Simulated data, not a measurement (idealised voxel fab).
process module | voxel released beams
cross-section cut | 270 nm wide | cells 5 nm
A cross-section is a grid of square cells, given in bands from the top down. A band is one or more rows of cells.
Each band's line starts with the height of the band's top and of its bottom, in nm. Then come its materials from left to right, each with its width in nm. One material with "throughout" fills the band from edge to edge. "air" is empty space.
Height 0 is the level under which the wafer as received is all one material. The lowest band goes on downwards, as in "0 down".
A width such as "30 to 40" changes by the same amount from each row of cells to the next, from the band's top row to its bottom row.
"no change" after a step means that no cell of the cross-section changed.
closed voids: empty space of 8 cells or more with no open way to the top, each as width x height at its distance from the left edge, in nm
after a step's settings: what the simulator itself notes on the step
overlay nm, on a step with a mask: how far to the right of its planned place the mask lay; to the left if negative
plan
1 op RECEIVE | material Si
2 op CONFORMAL_DEP | material Al2O3 | thk nm 5
3 op DIRECTIONAL_DEP | material SiO2 | thk nm 10
4 op MASKED_ETCH | tone open | mask id ANCHOR | width nm 25 | etch materials SiO2 | depth nm 10 | overlay nm 0
5 op CONFORMAL_DEP | material W | thk nm 10
6 op MASKED_ETCH | tone cover | mask id BEAM | width nm 105 | etch materials W | depth nm 10 | overlay nm 0
7 op STRIP | etch materials SiO2
as received, after step 1
  0 down: Si throughout
  closed voids: none
first wafer at the end, as planned
  25 to 15: air 80 | W 15 | air 5 | W 85 | air 85
  15 to 5: air 85 | W 25 | air 160
  5 to 0: Al2O3 throughout
  0 down: Si throughout
  closed voids: none
second wafer at the end: like start, like plan, one mistake
  25 to 15: air 80 | W 105 | air 85
  15 to 10: Al2O3 throughout
  10 to 0: SiO2 throughout
  0 down: Si throughout
  closed voids: none
what went wrong: steps 2 and 3 were swapped
at the end the second wafer has, in cells: 108 more of SiO2 | 8 fewer of W
